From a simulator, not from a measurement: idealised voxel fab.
process module | voxel spacer lines
cross-section cut | 160 nm wide | cells 5 nm
A cross-section is a grid of square cells, given in bands from the top down. A band is one or more rows of cells.
Each band's line starts with the height of the band's top and of its bottom, in nm. Then come its materials from left to right, each with its width in nm. One material with "throughout" fills the band from edge to edge. "air" is empty space.
Height 0 is the level under which the wafer as received is all one material. The lowest band goes on downwards, as in "0 down".
A width such as "30 to 40" changes by the same amount from each row of cells to the next, from the band's top row to its bottom row.
"no change" after a step means that no cell of the cross-section changed.
closed voids: empty space of 8 cells or more with no open way to the top, each as width x height at its distance from the left edge, in nm
after a step's settings: what the simulator itself notes on the step
overlay nm, on a step with a mask: how far to the right of its planned place the mask lay; to the left if negative
plan
1 op RECEIVE | material Si
2 op CONFORMAL_DEP | material Al2O3 | thk nm 5
3 op DIRECTIONAL_DEP | material polySi | thk nm 20
4 op DIRECTIONAL_DEP | material aC | thk nm 20
5 op PATTERN | tone cover | mask id MANDREL | material resist | width nm 25 | pitch nm 80 | thk nm 30 | overlay nm 0
6 op DIRECTIONAL_ETCH | etch materials aC | depth nm 20
7 op STRIP | etch materials resist
8 op CONFORMAL_DEP | material SiN | thk nm 15
9 op DIRECTIONAL_ETCH | etch materials SiN | depth nm 15
10 op STRIP | etch materials aC
11 op DIRECTIONAL_ETCH | etch materials polySi | depth nm 20
12 op STRIP | etch materials SiN
first wafer, as planned
as received, after step 1
  0 down: Si throughout
  closed voids: none
after step 2
  5 to 0: Al2O3 throughout
  below 0: unchanged
after step 3
  25 to 5: polySi throughout
  below 5: unchanged
after step 4
  45 to 25: aC throughout
  below 25: unchanged
after step 5
  75 to 45: air 25 | resist 25 | air 55 | resist 25 | air 30
  below 45: unchanged
after step 6
  55 to 45: air 25 | resist 25 | air 55 | resist 25 | air 30
  45 to 25: air 25 | aC 25 | air 55 | aC 25 | air 30
  below 25: unchanged
after step 7
  45 to 25: air 25 | aC 25 | air 55 | aC 25 | air 30
  below 25: unchanged
after step 8
  60 to 45: air 10 | SiN 55 | air 25 | SiN 55 | air 15
  45 to 40: air 10 | SiN 15 | aC 25 | SiN 15 | air 25 | SiN 15 | aC 25 | SiN 15 | air 15
  40 to 25: SiN 25 | aC 25 | SiN 55 | aC 25 | SiN 30
  below 25: unchanged
after step 9
  45 to 25: air 10 | SiN 15 | aC 25 | SiN 15 | air 25 | SiN 15 | aC 25 | SiN 15 | air 15
  below 25: unchanged
after step 10
  45 to 25: air 10 | SiN 15 | air 25 | SiN 15 | air 25 | SiN 15 | air 25 | SiN 15 | air 15
  below 25: unchanged
after step 11
  45 to 25: air 10 | SiN 15 | air 25 | SiN 15 | air 25 | SiN 15 | air 25 | SiN 15 | air 15
  25 to 5: air 10 | polySi 15 | air 25 | polySi 15 | air 25 | polySi 15 | air 25 | polySi 15 | air 15
  below 5: unchanged
after step 12
  25 to 5: air 10 | polySi 15 | air 25 | polySi 15 | air 25 | polySi 15 | air 25 | polySi 15 | air 15
  below 5: unchanged
second wafer: like start, like plan, one mistake. Through step 3 it matches the first wafer
when step 4 should have ended
  45 to 25: Al2O3 throughout
  below 25: unchanged
when step 5 should have ended
  75 to 45: air 25 | resist 25 | air 55 | resist 25 | air 30
  below 45: unchanged
when step 6 should have ended
  55 to 45: air 25 | resist 25 | air 55 | resist 25 | air 30
  below 45: unchanged
when step 7 should have ended
  45 to 25: Al2O3 throughout
  below 25: unchanged
when step 8 should have ended
  60 to 45: SiN throughout
  below 45: unchanged
when step 9 should have ended
  45 to 25: Al2O3 throughout
  below 25: unchanged
when step 10 should have ended: no change
when step 11 should have ended: no change
when step 12 should have ended: no change
what went wrong: step 4 ran as: op DIRECTIONAL_DEP | material Al2O3 | thk nm 20
at the end the second wafer has, in cells: 128 more of Al2O3 | 80 more of polySi
